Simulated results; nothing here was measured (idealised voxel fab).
Process module in this document: voxel self aligned contacts
Displayed cross-section: cut, width of 235 nm, square cells sized 5 nm.
Think of the cross-section as a grid of square cells. We describe it in bands, top to bottom, and each band covers one or more rows of those cells.
A band entry consists of two parts. The first gives the height of the band's top and the height of its bottom, in nm. The rest lists the band's materials from left to right, each with its width in nm. A single material labelled with the word "throughout" fills the band from edge to edge, and the word "empty" marks empty space.
Basically, 0 is our baseline, since under it the wafer straight out of the box is all one material. The bottom band has no lower end and keeps on going down, so it looks like "0 nm and below".
So if you see something like "30 to 40" for the width, read it as the top row of the band sitting at the first number and the bottom row at the second, with every row in between moving by the same amount as the last.
You'll sometimes find "all unchanged" written for a step, and that's the way of saying that nowhere in the cross-section did a cell change during that step.
"Closed void inventory" - sealed voids, min. 8 cells, no opening to top; format: width x height at distance (distance from left edge; nm throughout).
Past the settings on a step's line: simulator remark, on that step.
"overlay nm" on a masked step: distance the mask lay right of its planned place, negative for left.
Here's what the planned process steps look like:
1) RECEIVE [material Si]
2) OXIDIZE [depth nm 5]
3) DIRECTIONAL_DEP [material polySi] [thk nm 25]
4) DIRECTIONAL_DEP [material SiN] [thk nm 15]
5) PATTERN [tone cover] [mask id GATE] [material resist] [width nm 25] [pitch nm 50] [thk nm 20] [overlay nm 0]
6) DIRECTIONAL_ETCH [etch materials SiN] [depth nm 15]
7) DIRECTIONAL_ETCH [etch materials polySi] [depth nm 25]
8) STRIP [etch materials resist]
9) CONFORMAL_DEP [material SiN] [thk nm 5]
10) DIRECTIONAL_ETCH [etch materials SiN] [depth nm 5]
11) FILL_DEP [material SiO2] [thk nm 20]
12) CMP [height nm 50]
13) DIRECTIONAL_DEP [material aC] [thk nm 10]
14) PATTERN [tone open] [mask id CONTACT] [material resist] [width nm 35] [pitch nm 50] [thk nm 30] [overlay nm 0]
15) DIRECTIONAL_ETCH [etch materials aC] [depth nm 10]
16) STRIP [etch materials resist]
17) DIRECTIONAL_ETCH [etch materials SiO2] [depth nm 55]
18) STRIP [etch materials aC]
19) CONFORMAL_DEP [material TiN] [thk nm 5]
20) FILL_DEP [material Ru] [thk nm 10]
21) CMP [height nm 50]
22) CONFORMAL_DEP [material SiCN] [thk nm 5]
First wafer of two (run as planned):
Wafer cross-section on receipt, i.e. after step 1:
	0 nm and below | Si throughout
	Closed void inventory: none
Sectional view: wafer, after step 2:
	0 nm to -5 nm | SiO2 throughout
	No changes below -5.
Sectional view: wafer, after step 3:
	25 nm to 0 nm | polySi throughout
	No changes below 0.
Sectional view: wafer, after step 4:
	40 nm to 25 nm | SiN throughout
	No changes below 25.
Sectional view: wafer, after step 5:
	60 nm to 40 nm | 55 empty, then 25 resist, then 25 empty, then 25 resist, then 25 empty, then 25 resist, then 55 empty
	No changes below 40.
Sectional view: wafer, after step 6:
	60 nm to 40 nm | 55 empty, then 25 resist, then 25 empty, then 25 resist, then 25 empty, then 25 resist, then 55 empty
	40 nm to 25 nm | 55 empty, then 25 SiN, then 25 empty, then 25 SiN, then 25 empty, then 25 SiN, then 55 empty
	No changes below 25.
Sectional view: wafer, after step 7:
	60 nm to 40 nm | 55 empty, then 25 resist, then 25 empty, then 25 resist, then 25 empty, then 25 resist, then 55 empty
	40 nm to 25 nm | 55 empty, then 25 SiN, then 25 empty, then 25 SiN, then 25 empty, then 25 SiN, then 55 empty
	25 nm to 0 nm | 55 empty, then 25 polySi, then 25 empty, then 25 polySi, then 25 empty, then 25 polySi, then 55 empty
	No changes below 0.
Sectional view: wafer, after step 8:
	40 nm to 25 nm | 55 empty, then 25 SiN, then 25 empty, then 25 SiN, then 25 empty, then 25 SiN, then 55 empty
	No changes below 25.
Sectional view: wafer, after step 9:
	45 nm to 25 nm | 50 empty, then 35 SiN, then 15 empty, then 35 SiN, then 15 empty, then 35 SiN, then 50 empty
	25 nm to 5 nm | 50 empty, then 5 SiN, then 25 polySi, then 5 SiN, then 15 empty, then 5 SiN, then 25 polySi, then 5 SiN, then 15 empty, then 5 SiN, then 25 polySi, then 5 SiN, then 50 empty
	5 nm to 0 nm | 55 SiN, then 25 polySi, then 25 SiN, then 25 polySi, then 25 SiN, then 25 polySi, then 55 SiN
	No changes below 0.
Sectional view: wafer, after step 10:
	40 nm to 25 nm | 50 empty, then 35 SiN, then 15 empty, then 35 SiN, then 15 empty, then 35 SiN, then 50 empty
	25 nm to 0 nm | 50 empty, then 5 SiN, then 25 polySi, then 5 SiN, then 15 empty, then 5 SiN, then 25 polySi, then 5 SiN, then 15 empty, then 5 SiN, then 25 polySi, then 5 SiN, then 50 empty
	No changes below 0.
Sectional view: wafer, after step 11:
	60 nm to 40 nm | SiO2 throughout
	40 nm to 25 nm | 50 SiO2, then 35 SiN, then 15 SiO2, then 35 SiN, then 15 SiO2, then 35 SiN, then 50 SiO2
	25 nm to 0 nm | 50 SiO2, then 5 SiN, then 25 polySi, then 5 SiN, then 15 SiO2, then 5 SiN, then 25 polySi, then 5 SiN, then 15 SiO2, then 5 SiN, then 25 polySi, then 5 SiN, then 50 SiO2
	No changes below 0.
Sectional view: wafer, after step 12:
	50 nm to 40 nm | SiO2 throughout
	No changes below 40.
Sectional view: wafer, after step 13:
	60 nm to 50 nm | aC throughout
	No changes below 50.
Sectional view: wafer, after step 14:
	90 nm to 60 nm | 75 resist, then 35 empty, then 15 resist, then 35 empty, then 75 resist
	No changes below 60.
Sectional view: wafer, after step 15:
	80 nm to 60 nm | 75 resist, then 35 empty, then 15 resist, then 35 empty, then 75 resist
	60 nm to 50 nm | 75 aC, then 35 empty, then 15 aC, then 35 empty, then 75 aC
	No changes below 50.
Sectional view: wafer, after step 16:
	60 nm to 50 nm | 75 aC, then 35 empty, then 15 aC, then 35 empty, then 75 aC
	No changes below 50.
Sectional view: wafer, after step 17:
	60 nm to 50 nm | 75 aC, then 35 empty, then 15 aC, then 35 empty, then 75 aC
	50 nm to 40 nm | 75 SiO2, then 35 empty, then 15 SiO2, then 35 empty, then 75 SiO2
	40 nm to 25 nm | 50 SiO2, then 35 SiN, then 15 empty, then 35 SiN, then 15 empty, then 35 SiN, then 50 SiO2
	25 nm to 0 nm | 50 SiO2, then 5 SiN, then 25 polySi, then 5 SiN, then 15 empty, then 5 SiN, then 25 polySi, then 5 SiN, then 15 empty, then 5 SiN, then 25 polySi, then 5 SiN, then 50 SiO2
	0 nm to -5 nm | 85 SiO2, then 15 empty, then 35 SiO2, then 15 empty, then 85 SiO2
	No changes below -5.
Sectional view: wafer, after step 18:
	50 nm to 40 nm | 75 SiO2, then 35 empty, then 15 SiO2, then 35 empty, then 75 SiO2
	No changes below 40.
Sectional view: wafer, after step 19:
	55 nm to 50 nm | 80 TiN, then 25 empty, then 25 TiN, then 25 empty, then 80 TiN
	50 nm to 40 nm | 75 SiO2, then 5 to 15 TiN, then 25 to 5 empty, then 5 to 15 TiN, then 15 SiO2, then 5 to 15 TiN, then 25 to 5 empty, then 5 to 15 TiN, then 75 SiO2
	40 nm to 25 nm | 50 SiO2, then 35 SiN, then 5 TiN, then 5 empty, then 5 TiN, then 35 SiN, then 5 TiN, then 5 empty, then 5 TiN, then 35 SiN, then 50 SiO2
	25 nm to 0 nm | 50 SiO2, then 5 SiN, then 25 polySi, then 5 SiN, then 5 TiN, then 5 empty, then 5 TiN, then 5 SiN, then 25 polySi, then 5 SiN, then 5 TiN, then 5 empty, then 5 TiN, then 5 SiN, then 25 polySi, then 5 SiN, then 50 SiO2
	0 nm to -5 nm | 85 SiO2, then 15 TiN, then 35 SiO2, then 15 TiN, then 85 SiO2
	No changes below -5.
Sectional view: wafer, after step 20:
	65 nm to 55 nm | Ru throughout
	55 nm to 50 nm | 80 TiN, then 25 Ru, then 25 TiN, then 25 Ru, then 80 TiN
	50 nm to 40 nm | 75 SiO2, then 5 to 15 TiN, then 25 to 5 Ru, then 5 to 15 TiN, then 15 SiO2, then 5 to 15 TiN, then 25 to 5 Ru, then 5 to 15 TiN, then 75 SiO2
	40 nm to 25 nm | 50 SiO2, then 35 SiN, then 5 TiN, then 5 Ru, then 5 TiN, then 35 SiN, then 5 TiN, then 5 Ru, then 5 TiN, then 35 SiN, then 50 SiO2
	25 nm to 0 nm | 50 SiO2, then 5 SiN, then 25 polySi, then 5 SiN, then 5 TiN, then 5 Ru, then 5 TiN, then 5 SiN, then 25 polySi, then 5 SiN, then 5 TiN, then 5 Ru, then 5 TiN, then 5 SiN, then 25 polySi, then 5 SiN, then 50 SiO2
	No changes below 0.
Sectional view: wafer, after step 21:
	50 nm to 40 nm | 75 SiO2, then 5 to 15 TiN, then 25 to 5 Ru, then 5 to 15 TiN, then 15 SiO2, then 5 to 15 TiN, then 25 to 5 Ru, then 5 to 15 TiN, then 75 SiO2
	No changes below 40.
Sectional view: wafer, after step 22:
	55 nm to 50 nm | SiCN throughout
	No changes below 50.
Regarding the second of the two wafers: it shared the first wafer's starting condition and process plan, yet one error occurred during its execution. Its history coincides with that of the first wafer up to and including step 13:
Second wafer profile in section, at the moment step 14 of the plan was meant to be complete:
	90 nm to 60 nm | 80 resist, then 30 empty, then 20 resist, then 30 empty, then 75 resist
	No changes below 60.
Second wafer profile in section, at the moment step 15 of the plan was meant to be complete:
	80 nm to 60 nm | 80 resist, then 30 empty, then 20 resist, then 30 empty, then 75 resist
	60 nm to 50 nm | 80 aC, then 30 empty, then 20 aC, then 30 empty, then 75 aC
	No changes below 50.
Second wafer profile in section, at the moment step 16 of the plan was meant to be complete:
	60 nm to 50 nm | 80 aC, then 30 empty, then 20 aC, then 30 empty, then 75 aC
	No changes below 50.
Second wafer profile in section, at the moment step 17 of the plan was meant to be complete:
	60 nm to 50 nm | 80 aC, then 30 empty, then 20 aC, then 30 empty, then 75 aC
	50 nm to 40 nm | 80 SiO2, then 30 empty, then 20 SiO2, then 30 empty, then 75 SiO2
	40 nm to 25 nm | 50 SiO2, then 35 SiN, then 15 empty, then 35 SiN, then 15 empty, then 35 SiN, then 50 SiO2
	25 nm to 0 nm | 50 SiO2, then 5 SiN, then 25 polySi, then 5 SiN, then 15 empty, then 5 SiN, then 25 polySi, then 5 SiN, then 15 empty, then 5 SiN, then 25 polySi, then 5 SiN, then 50 SiO2
	0 nm to -5 nm | 85 SiO2, then 15 empty, then 35 SiO2, then 15 empty, then 85 SiO2
	No changes below -5.
Second wafer profile in section, at the moment step 18 of the plan was meant to be complete:
	50 nm to 40 nm | 80 SiO2, then 30 empty, then 20 SiO2, then 30 empty, then 75 SiO2
	No changes below 40.
Second wafer profile in section, at the moment step 19 of the plan was meant to be complete:
	55 nm to 50 nm | 85 TiN, then 20 empty, then 30 TiN, then 20 empty, then 80 TiN
	50 nm to 40 nm | 80 SiO2, then 5 to 10 TiN, then 20 to 5 empty, then 5 to 15 TiN, then 20 SiO2, then 5 to 10 TiN, then 20 to 5 empty, then 5 to 15 TiN, then 75 SiO2
	40 nm to 25 nm | 50 SiO2, then 35 SiN, then 5 TiN, then 5 empty, then 5 TiN, then 35 SiN, then 5 TiN, then 5 empty, then 5 TiN, then 35 SiN, then 50 SiO2
	25 nm to 0 nm | 50 SiO2, then 5 SiN, then 25 polySi, then 5 SiN, then 5 TiN, then 5 empty, then 5 TiN, then 5 SiN, then 25 polySi, then 5 SiN, then 5 TiN, then 5 empty, then 5 TiN, then 5 SiN, then 25 polySi, then 5 SiN, then 50 SiO2
	0 nm to -5 nm | 85 SiO2, then 15 TiN, then 35 SiO2, then 15 TiN, then 85 SiO2
	No changes below -5.
Second wafer profile in section, at the moment step 20 of the plan was meant to be complete:
	65 nm to 55 nm | Ru throughout
	55 nm to 50 nm | 85 TiN, then 20 Ru, then 30 TiN, then 20 Ru, then 80 TiN
	50 nm to 40 nm | 80 SiO2, then 5 to 10 TiN, then 20 to 5 Ru, then 5 to 15 TiN, then 20 SiO2, then 5 to 10 TiN, then 20 to 5 Ru, then 5 to 15 TiN, then 75 SiO2
	40 nm to 25 nm | 50 SiO2, then 35 SiN, then 5 TiN, then 5 Ru, then 5 TiN, then 35 SiN, then 5 TiN, then 5 Ru, then 5 TiN, then 35 SiN, then 50 SiO2
	25 nm to 0 nm | 50 SiO2, then 5 SiN, then 25 polySi, then 5 SiN, then 5 TiN, then 5 Ru, then 5 TiN, then 5 SiN, then 25 polySi, then 5 SiN, then 5 TiN, then 5 Ru, then 5 TiN, then 5 SiN, then 25 polySi, then 5 SiN, then 50 SiO2
	No changes below 0.
Second wafer profile in section, at the moment step 21 of the plan was meant to be complete:
	50 nm to 40 nm | 80 SiO2, then 5 to 10 TiN, then 20 to 5 Ru, then 5 to 15 TiN, then 20 SiO2, then 5 to 10 TiN, then 20 to 5 Ru, then 5 to 15 TiN, then 75 SiO2
	No changes below 40.
Second wafer profile in section, at the moment step 22 of the plan was meant to be complete:
	55 nm to 50 nm | SiCN throughout
	No changes below 50.
In executing the process, a mistake was made relative to the plan: rather than as planned, step 14 actually ran as PATTERN [tone open] [mask id CONTACT] [material resist] [width nm 30] [pitch nm 50] [thk nm 30] [overlay nm 0]
Final tally in cells, some materials are higher or lower on the second wafer than on the first: Ru: 2 fewer; SiO2: 4 more; TiN: 2 fewer
